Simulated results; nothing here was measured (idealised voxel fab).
This is a process module. Its name is voxel self aligned vias.
Shown is cross-section cut, with a width of 290 nm and square cells of size 5 nm.
Cross-sections here: square-cell grids, written as top-down lists of bands, a band being one or more rows of cells. What a band's entry tells you: where the top is and where the bottom is, as heights in nm, and after that what lies inside, material by material from left to right, each with its width in nm. Empty space is written as the word "air", and a single material marked with the word "throughout" occupies the band from edge to edge. Where do heights start? At 0: under that level the wafer as delivered is made of one material only. And the lowest band has no floor; it just carries on downward, as in "top 0, no bottom". Top row gets the first number, bottom row gets the second, and each row in between changes by the same step: that is how a band width like "30 to 40" works. What does "nothing altered" mean for a step? It means no cell of the cross-section changed in that step. So "Enclosed void listing" is basically the list of trapped voids: any empty space of 8 cells or more that can't reach the top through an opening. They're written width x height at distance, the distance being from the left edge, and it's all nm. It should be noted that, on the line of a given step, the content following the step's settings is a remark produced by the simulator itself with respect to that step. overlay nm: mask offset rightward from planned place, masked step; negative means leftward offset.
-- Process steps (planned)
1. op RECEIVE | material Si
2. op CONFORMAL_DEP | material SiO2 | thk nm 10
3. op CONFORMAL_DEP | material SiCN | thk nm 5
4. op DIRECTIONAL_DEP | material lowk | thk nm 30
5. op DIRECTIONAL_DEP | material aC | thk nm 10
6. op PATTERN | tone open | mask id LINES | material resist | width nm 30 | pitch nm 80 | thk nm 25 | overlay nm 0
7. op DIRECTIONAL_ETCH | etch materials aC | depth nm 10
8. op STRIP | etch materials resist
9. op DIRECTIONAL_ETCH | etch materials lowk | depth nm 30
10. op STRIP | etch materials aC
11. op CONFORMAL_DEP | material TiN | thk nm 5
12. op FILL_DEP | material Ru | thk nm 5
13. op CMP | height nm 45
14. op SELECTIVE_ETCH | etch materials W Ru TiN | depth nm 10
15. op FILL_DEP | material SiN | thk nm 5
16. op CMP | height nm 45
17. op DIRECTIONAL_DEP | material lowk | thk nm 15
18. op DIRECTIONAL_DEP | material aC | thk nm 15
19. op PATTERN | tone open | mask id VIAS | material resist | width nm 50 | pitch nm 80 | thk nm 35 | overlay nm 0
20. op DIRECTIONAL_ETCH | etch materials aC | depth nm 15
21. op STRIP | etch materials resist
22. op DIRECTIONAL_ETCH | etch materials lowk | depth nm 15
23. op DIRECTIONAL_ETCH | etch materials SiN | depth nm 10
24. op STRIP | etch materials aC
25. op CONFORMAL_DEP | material TiN | thk nm 5
26. op FILL_DEP | material Ru | thk nm 5
27. op CMP | height nm 60
28. op CONFORMAL_DEP | material SiCN | thk nm 5
-- Wafer as received: cross-section following step 1
> top 0, no bottom = Si throughout
> Enclosed void listing: none
-- Wafer cross-section at end of module: start and plan as shown above, one execution error
> top 65, bottom 60 = SiCN throughout
> top 60, bottom 50 = lowk 80 nm / TiN 5 nm / Ru 40 nm / TiN 5 nm / lowk 30 nm / TiN 5 nm / Ru 40 nm / TiN 5 nm / lowk 80 nm
> top 50, bottom 45 = lowk 80 nm / TiN 50 nm / lowk 30 nm / TiN 50 nm / lowk 80 nm
> top 45, bottom 40 = SiCN throughout
> top 40, bottom 10 = lowk throughout
> top 10, bottom 0 = SiO2 throughout
> top 0, no bottom = Si throughout
> Enclosed void listing: none
The mistake made against the process plan was this: mixed up steps 3 and 4 - ran each in the other's place
